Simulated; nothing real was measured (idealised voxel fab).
A process module follows: voxel self aligned vias.
It is cross-section cut that appears here, measuring 235 nm in width, its square cells being 5 nm in size.
The cross-sections in this document take the form of a grid made of square cells. They are written out as bands, in order from top to bottom. Each band consists of one or more rows of cells. Top height, bottom height, nm. Materials left to right, width each, nm. Single material + "full width" = fills band edge to edge. "air" = empty. We count height from 0. Below that, the starting wafer is all one material. The lowest band never ends at the bottom but goes on down; see "z 0 and below" for how that is written. Think of "30..40" as a width that walks from the first number to the second as you go down the band, top row to bottom row, taking equal-sized steps from row to row. The designation "everything unchanged", where it is given for a processing step, indicates that no cell of the cross-section was altered in the course of that step. "Closed void list" - sealed voids, min. 8 cells, no opening to top; format: width x height at distance (distance from left edge; nm throughout). That trailing text on a step's line, after the settings, is the simulator's own remark on the step. "overlay nm" denotes, for a step that has a mask, the displacement of the mask to the right of its planned place, with negative values corresponding to the left.

Planned process steps
1: RECEIVE, material Si
2: CONFORMAL_DEP, material SiO2, thk nm 10
3: CONFORMAL_DEP, material SiCN, thk nm 5
4: DIRECTIONAL_DEP, material lowk, thk nm 30
5: PATTERN, tone open, mask id LINES, material resist, width nm 25, pitch nm 65, thk nm 15, overlay nm 0
6: DIRECTIONAL_ETCH, etch materials lowk, depth nm 30
7: STRIP, etch materials resist
8: CONFORMAL_DEP, material TiN, thk nm 5
9: FILL_DEP, material Ru, thk nm 5
10: CMP, height nm 45
11: SELECTIVE_ETCH, etch materials W Ru TiN, depth nm 5
12: FILL_DEP, material SiN, thk nm 5
13: CMP, height nm 45
14: DIRECTIONAL_DEP, material lowk, thk nm 20
15: MASKED_ETCH, tone open, mask id VIAS, width nm 35, pitch nm 65, etch materials lowk, depth nm 20, overlay nm 0
16: MASKED_ETCH, tone open, mask id VIAS, width nm 35, pitch nm 65, etch materials SiN, depth nm 5, overlay nm 0
17: CONFORMAL_DEP, material TiN, thk nm 5
18: FILL_DEP, material W, thk nm 10
19: CMP, height nm 65
20: CONFORMAL_DEP, material SiN, thk nm 5

Incoming wafer in cross-section (state: after step 1)
> z 0 and below: Si full width
> Closed void list: none

Starting wafer: above. Plan: above. Run: one mistake. Cross-section after the module: below
> z 70 to 65: SiN full width
> z 65 to 45: 35 lowk  5 TiN  25 W  5 TiN  30 lowk  5 TiN  25 W  5 TiN  30 lowk  5 TiN  25 W  5 TiN  35 lowk
> z 45 to 40: 35 lowk  35 TiN  30 lowk  35 TiN  30 lowk  35 TiN  35 lowk
> z 40 to 25: 35 lowk  10 TiN  15 Ru  10 TiN  30 lowk  10 TiN  15 Ru  10 TiN  30 lowk  10 TiN  15 Ru  10 TiN  35 lowk
> z 25 to 20: 40 lowk  5 TiN  15 Ru  5 TiN  40 lowk  5 TiN  15 Ru  5 TiN  40 lowk  5 TiN  15 Ru  5 TiN  40 lowk
> z 20 to 15: 40 lowk  25 TiN  40 lowk  25 TiN  40 lowk  25 TiN  40 lowk
> z 15 to 10: SiCN full width
> z 10 to 0: SiO2 full width
> z 0 and below: Si full width
> Closed void list: none
What was done differently from what was planned? step 15 from the plan got run twice
